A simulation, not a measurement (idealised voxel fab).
process module | voxel plated lines
cross-section cut | 175 nm wide | cells 5 nm
A cross-section is a grid of square cells, given in bands from the top down. A band is one or more rows of cells.
Each band's line starts with the height of the band's top and of its bottom, in nm. Then come its materials from left to right, each with its width in nm. One material with "throughout" fills the band from edge to edge. "air" is empty space.
Height 0 is the level under which the wafer as received is all one material. The lowest band goes on downwards, as in "0 down".
A width such as "30 to 40" changes by the same amount from each row of cells to the next, from the band's top row to its bottom row.
"no change" after a step means that no cell of the cross-section changed.
closed voids: empty space of 8 cells or more with no open way to the top, each as width x height at its distance from the left edge, in nm
after a step's settings: what the simulator itself notes on the step
overlay nm, on a step with a mask: how far to the right of its planned place the mask lay; to the left if negative
plan
1 op RECEIVE | material Si
2 op CONFORMAL_DEP | material SiO2 | thk nm 5
3 op DIRECTIONAL_DEP | material TiN | thk nm 5
4 op PATTERN | tone open | mask id LINES | material resist | width nm 20 | pitch nm 40 | thk nm 40 | overlay nm 0
5 op EPI | material Ru | thk nm 5
6 op EPI | material Ru | thk nm 5
7 op EPI | material Ru | thk nm 10
8 op STRIP | etch materials resist
9 op DIRECTIONAL_ETCH | etch materials TiN | depth nm 5
10 op CONFORMAL_DEP | material SiN | thk nm 10
varied across the wafers: thk nm of step 3. The plan shows the first wafer's value. All wafers start alike
first wafer as received, after step 1
  0 down: Si throughout
  closed voids: none
first wafer at the end, after step 10
  40 to 30: air 25 | SiN 120 | air 30
  30 to 15: air 25 | SiN 10 | Ru 20 | SiN 20 | Ru 20 | SiN 20 | Ru 20 | SiN 10 | air 30
  15 to 10: SiN 35 | Ru 20 | SiN 20 | Ru 20 | SiN 20 | Ru 20 | SiN 40
  10 to 5: SiN 35 | TiN 20 | SiN 20 | TiN 20 | SiN 20 | TiN 20 | SiN 40
  5 to 0: SiO2 throughout
  0 down: Si throughout
  closed voids: none
last wafer at the end
  55 to 45: air 25 | SiN 120 | air 30
  45 to 30: air 25 | SiN 10 | Ru 20 | SiN 20 | Ru 20 | SiN 20 | Ru 20 | SiN 10 | air 30
  30 to 25: SiN 35 | Ru 20 | SiN 20 | Ru 20 | SiN 20 | Ru 20 | SiN 40
  25 to 20: SiN 35 | TiN 20 | SiN 20 | TiN 20 | SiN 20 | TiN 20 | SiN 40
  20 to 5: TiN throughout
  5 to 0: SiO2 throughout
  0 down: Si throughout
  closed voids: none
each wafer at the end: cells of each material gained (+) or lost (-) since it was received, then its closed voids
thk nm 5 | +48 Ru | +130 SiN | +35 SiO2 | +12 TiN | closed voids: none
thk nm 10 | +48 Ru | +130 SiN | +35 SiO2 | +47 TiN | closed voids: none
thk nm 15 | +48 Ru | +130 SiN | +35 SiO2 | +82 TiN | closed voids: none
thk nm 20 | +48 Ru | +130 SiN | +35 SiO2 | +117 TiN | closed voids: none
